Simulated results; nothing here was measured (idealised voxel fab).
A process module follows: voxel self aligned vias.
This is section cut - it's 200 nm across, gridded in 5 nm square cells.
Reading order for cross-sections: top band down to bottom band. Underlying form: a grid of square cells. Band size: one or more rows of cells. Band: top and bottom heights (nm) first, top before bottom; then materials from left to right, widths in nm. "full width" marks a sole material filling the band edge to edge. "blank" denotes empty space. Beneath 0, the wafer as received is one material, and that level is where height counting begins. The lowest band goes on downward without a bottom; it is written like "0 down". Quick explanation for "30 to 40": the width changes in equal steps down the rows of cells, from the first number in the band's top row to the second number in its bottom row. The cross-section has no changed cell in any step marked "stayed the same". So "Sealed-off cavities" is basically the list of trapped voids: any empty space of 8 cells or more that can't reach the top through an opening. They're written width x height at distance, the distance being from the left edge, and it's all nm. Text after the settings on a step's line: the simulator's own remark on that step. You can add "overlay nm" to a step's line. For a step with a mask, it describes how far the mask lay to the right of its planned position, and a negative number describes a lay to the left.
Listed below are the process steps as planned:
- 1: RECEIVE | material Si
- 2: CONFORMAL_DEP | material SiO2 | thk nm 15
- 3: CONFORMAL_DEP | material SiCN | thk nm 5
- 4: DIRECTIONAL_DEP | material SiO2 | thk nm 20
- 5: DIRECTIONAL_DEP | material aC | thk nm 10
- 6: PATTERN | tone open | mask id LINES | material resist | width nm 20 | pitch nm 70 | thk nm 25 | overlay nm 0
- 7: DIRECTIONAL_ETCH | etch materials aC | depth nm 10
- 8: STRIP | etch materials resist
- 9: DIRECTIONAL_ETCH | etch materials SiO2 | depth nm 20
- 10: STRIP | etch materials aC
- 11: CONFORMAL_DEP | material TiN | thk nm 5
- 12: FILL_DEP | material Ru | thk nm 10
- 13: CMP | height nm 40
- 14: SELECTIVE_ETCH | etch materials W Ru TiN | depth nm 5
- 15: FILL_DEP | material SiN | thk nm 10
- 16: CMP | height nm 40
- 17: DIRECTIONAL_DEP | material SiO2 | thk nm 15
- 18: MASKED_ETCH | tone open | mask id VIAS | width nm 40 | etch materials SiO2 | depth nm 15 | overlay nm 0
- 19: MASKED_ETCH | tone open | mask id VIAS | width nm 40 | etch materials SiN | depth nm 5 | overlay nm 0
- 20: CONFORMAL_DEP | material TiN | thk nm 5
- 21: FILL_DEP | material Cu | thk nm 10
- 22: CMP | height nm 55
- 23: CONFORMAL_DEP | material SiCN | thk nm 5
First of two wafers: run as planned:
Shown in cross-section is the wafer as received, that is, as it stands after step 1:
    0 down | Si full width
    Sealed-off cavities: none
After step 2, in cross-section:
    15 to 0 | SiO2 full width
    Below a height of 0, the structure has not been altered.
After step 3, in cross-section:
    20 to 15 | SiCN full width
    Below a height of 15, the structure has not been altered.
After step 4, in cross-section:
    40 to 20 | SiO2 full width
    Below a height of 20, the structure has not been altered.
After step 5, in cross-section:
    50 to 40 | aC full width
    Below a height of 40, the structure has not been altered.
After step 6, in cross-section:
    75 to 50 | resist 55 nm | blank 20 nm | resist 50 nm | blank 20 nm | resist 55 nm
    Below a height of 50, the structure has not been altered.
After step 7, in cross-section:
    65 to 50 | resist 55 nm | blank 20 nm | resist 50 nm | blank 20 nm | resist 55 nm
    50 to 40 | aC 55 nm | blank 20 nm | aC 50 nm | blank 20 nm | aC 55 nm
    Below a height of 40, the structure has not been altered.
After step 8, in cross-section:
    50 to 40 | aC 55 nm | blank 20 nm | aC 50 nm | blank 20 nm | aC 55 nm
    Below a height of 40, the structure has not been altered.
After step 9, in cross-section:
    50 to 40 | aC 55 nm | blank 20 nm | aC 50 nm | blank 20 nm | aC 55 nm
    40 to 20 | SiO2 55 nm | blank 20 nm | SiO2 50 nm | blank 20 nm | SiO2 55 nm
    Below a height of 20, the structure has not been altered.
After step 10, in cross-section:
    40 to 20 | SiO2 55 nm | blank 20 nm | SiO2 50 nm | blank 20 nm | SiO2 55 nm
    Below a height of 20, the structure has not been altered.
After step 11, in cross-section:
    45 to 40 | TiN 60 nm | blank 10 nm | TiN 60 nm | blank 10 nm | TiN 60 nm
    40 to 25 | SiO2 55 nm | TiN 5 nm | blank 10 nm | TiN 5 nm | SiO2 50 nm | TiN 5 nm | blank 10 nm | TiN 5 nm | SiO2 55 nm
    25 to 20 | SiO2 55 nm | TiN 20 nm | SiO2 50 nm | TiN 20 nm | SiO2 55 nm
    Below a height of 20, the structure has not been altered.
After step 12, in cross-section:
    55 to 45 | Ru full width
    45 to 40 | TiN 60 nm | Ru 10 nm | TiN 60 nm | Ru 10 nm | TiN 60 nm
    40 to 25 | SiO2 55 nm | TiN 5 nm | Ru 10 nm | TiN 5 nm | SiO2 50 nm | TiN 5 nm | Ru 10 nm | TiN 5 nm | SiO2 55 nm
    Below a height of 25, the structure has not been altered.
After step 13, in cross-section:
    40 to 25 | SiO2 55 nm | TiN 5 nm | Ru 10 nm | TiN 5 nm | SiO2 50 nm | TiN 5 nm | Ru 10 nm | TiN 5 nm | SiO2 55 nm
    Below a height of 25, the structure has not been altered.
After step 14, in cross-section:
    40 to 35 | SiO2 55 nm | blank 20 nm | SiO2 50 nm | blank 20 nm | SiO2 55 nm
    Below a height of 35, the structure has not been altered.
After step 15, in cross-section:
    50 to 40 | SiN full width
    40 to 35 | SiO2 55 nm | SiN 20 nm | SiO2 50 nm | SiN 20 nm | SiO2 55 nm
    Below a height of 35, the structure has not been altered.
After step 16, in cross-section:
    40 to 35 | SiO2 55 nm | SiN 20 nm | SiO2 50 nm | SiN 20 nm | SiO2 55 nm
    Below a height of 35, the structure has not been altered.
After step 17, in cross-section:
    55 to 40 | SiO2 full width
    Below a height of 40, the structure has not been altered.
After step 18, in cross-section:
    55 to 40 | SiO2 45 nm | blank 40 nm | SiO2 115 nm
    Below a height of 40, the structure has not been altered.
After step 19, in cross-section:
    55 to 40 | SiO2 45 nm | blank 40 nm | SiO2 115 nm
    40 to 35 | SiO2 55 nm | blank 20 nm | SiO2 50 nm | SiN 20 nm | SiO2 55 nm
    Below a height of 35, the structure has not been altered.
After step 20, in cross-section:
    60 to 55 | TiN 50 nm | blank 30 nm | TiN 120 nm
    55 to 45 | SiO2 45 nm | TiN 5 nm | blank 30 nm | TiN 5 nm | SiO2 115 nm
    45 to 40 | SiO2 45 nm | TiN 15 nm | blank 10 nm | TiN 15 nm | SiO2 115 nm
    40 to 35 | SiO2 55 nm | TiN 20 nm | SiO2 50 nm | SiN 20 nm | SiO2 55 nm
    Below a height of 35, the structure has not been altered.
After step 21, in cross-section:
    70 to 60 | Cu full width
    60 to 55 | TiN 50 nm | Cu 30 nm | TiN 120 nm
    55 to 45 | SiO2 45 nm | TiN 5 nm | Cu 30 nm | TiN 5 nm | SiO2 115 nm
    45 to 40 | SiO2 45 nm | TiN 15 nm | Cu 10 nm | TiN 15 nm | SiO2 115 nm
    Below a height of 40, the structure has not been altered.
After step 22, in cross-section:
    55 to 45 | SiO2 45 nm | TiN 5 nm | Cu 30 nm | TiN 5 nm | SiO2 115 nm
    Below a height of 45, the structure has not been altered.
After step 23, in cross-section:
    60 to 55 | SiCN full width
    Below a height of 55, the structure has not been altered.
It is to be noted that the second wafer proceeded from the same initial state and according to the same plan as the first, although one mistake was committed in its execution; through step 17, inclusive, the two wafers share an identical history:
The second wafer cut through, at the time step 18 was supposed to be finished:
    55 to 40 | SiO2 40 nm | blank 50 nm | SiO2 110 nm
    Below a height of 40, the structure has not been altered.
The second wafer cut through, at the time step 19 was supposed to be finished:
    55 to 40 | SiO2 40 nm | blank 50 nm | SiO2 110 nm
    40 to 35 | SiO2 55 nm | blank 20 nm | SiO2 50 nm | SiN 20 nm | SiO2 55 nm
    Below a height of 35, the structure has not been altered.
The second wafer cut through, at the time step 20 was supposed to be finished:
    60 to 55 | TiN 45 nm | blank 40 nm | TiN 115 nm
    55 to 45 | SiO2 40 nm | TiN 5 nm | blank 40 nm | TiN 5 nm | SiO2 110 nm
    45 to 40 | SiO2 40 nm | TiN 20 nm | blank 10 nm | TiN 20 nm | SiO2 110 nm
    40 to 35 | SiO2 55 nm | TiN 20 nm | SiO2 50 nm | SiN 20 nm | SiO2 55 nm
    Below a height of 35, the structure has not been altered.
The second wafer cut through, at the time step 21 was supposed to be finished:
    70 to 60 | Cu full width
    60 to 55 | TiN 45 nm | Cu 40 nm | TiN 115 nm
    55 to 45 | SiO2 40 nm | TiN 5 nm | Cu 40 nm | TiN 5 nm | SiO2 110 nm
    45 to 40 | SiO2 40 nm | TiN 20 nm | Cu 10 nm | TiN 20 nm | SiO2 110 nm
    Below a height of 40, the structure has not been altered.
The second wafer cut through, at the time step 22 was supposed to be finished:
    55 to 45 | SiO2 40 nm | TiN 5 nm | Cu 40 nm | TiN 5 nm | SiO2 110 nm
    Below a height of 45, the structure has not been altered.
The second wafer cut through, at the time step 23 was supposed to be finished:
    60 to 55 | SiCN full width
    Below a height of 55, the structure has not been altered.
Heads up, the wafer didn't run the way we planned it: contrary to plan, step 18 was performed as MASKED_ETCH | tone open | mask id VIAS | width nm 50 | etch materials SiO2 | depth nm 15 | overlay nm 0
End check, counted in cells, second wafer has more or fewer of these materials than the first: Cu +4, SiO2 -6, TiN +2
